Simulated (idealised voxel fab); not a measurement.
Name of the process module below: voxel self aligned contacts
cross-section cut | 265 nm wide | cells 5 nm
Cross-section, as written here: a square-cell grid given band by band from the top down, where a band holds one or more rows of cells.
Each band's line starts with the height of the band's top and of its bottom, in nm. Then come its materials from left to right, each with its width in nm. One material with "throughout" fills the band from edge to edge. "empty" is empty space.
It should be noted that heights are counted from 0, beneath which the wafer as supplied is of one material throughout, and that the lowest band possesses no lower boundary but continues downward, as written in "z 0 and below".
A width given as "30->40" starts at the first number in the band's top row and ends at the second number in its bottom row, shifting by an equal amount at every step from row to row.
"all unchanged" means the step left every cell of the cross-section as it was.
Reported under the label "Enclosed cavities" are the empty spaces having no open way to the top and comprising 8 cells or more; the notation for each is width x height at distance, in which the distance is measured from the left edge and all three values are in nm.
Where a step's line continues beyond its settings, the continuation is a remark by the simulator itself on that step.
The "overlay nm" setting may appear on a step's line; for a step that uses a mask, it gives how far to the right of its planned position the mask lay, and a negative value indicates the left.

## Planned process steps
step 1: RECEIVE (material Si)
step 2: OXIDIZE (depth nm 5)
step 3: DIRECTIONAL_DEP (material polySi; thk nm 20)
step 4: DIRECTIONAL_DEP (material SiN; thk nm 20)
step 5: MASKED_ETCH (tone cover; mask id GATE; width nm 35; pitch nm 60; etch materials SiN; depth nm 20; overlay nm 0)
step 6: MASKED_ETCH (tone cover; mask id GATE; width nm 35; pitch nm 60; etch materials polySi; depth nm 20; overlay nm 0)
step 7: CONFORMAL_DEP (material SiN; thk nm 5)
step 8: DIRECTIONAL_ETCH (etch materials SiN; depth nm 5)
step 9: FILL_DEP (material SiO2; thk nm 10)
step 10: CMP (height nm 45)
step 11: PATTERN (tone open; mask id CONTACT; material resist; width nm 45; thk nm 20; overlay nm 0)
step 12: DIRECTIONAL_ETCH (etch materials SiO2; depth nm 50)
step 13: STRIP (etch materials resist)
step 14: CONFORMAL_DEP (material TiN; thk nm 5)
step 15: FILL_DEP (material W; thk nm 10)
step 16: CMP (height nm 45)
step 17: CONFORMAL_DEP (material SiN; thk nm 5)

## Step 1 complete: cross-section of the wafer as received
	z 0 and below: Si throughout
	Enclosed cavities: none

## Same starting wafer, same plan as above, one mistake in the execution; this is the cross-section at the end of the module
	z 50 to 45: SiN throughout
	z 45 to 40: W 75, then TiN 35, then SiO2 45, then TiN 35, then W 75
	z 40 to 20: W 75, then TiN 5, then SiN 45, then SiO2 15, then SiN 45, then TiN 5, then W 75
	z 20 to 0: W 75, then TiN 5, then SiN 5, then polySi 35, then SiN 5, then SiO2 15, then SiN 5, then polySi 35, then SiN 5, then TiN 5, then W 75
	z 0 to -5: TiN 80, then SiO2 105, then TiN 80
	z -5 and below: Si throughout
	Enclosed cavities: none
What was done differently from what was planned? note that step 11 departed from the planned setting and was carried out as PATTERN (tone cover; mask id CONTACT; material resist; width nm 45; thk nm 20; overlay nm 0)
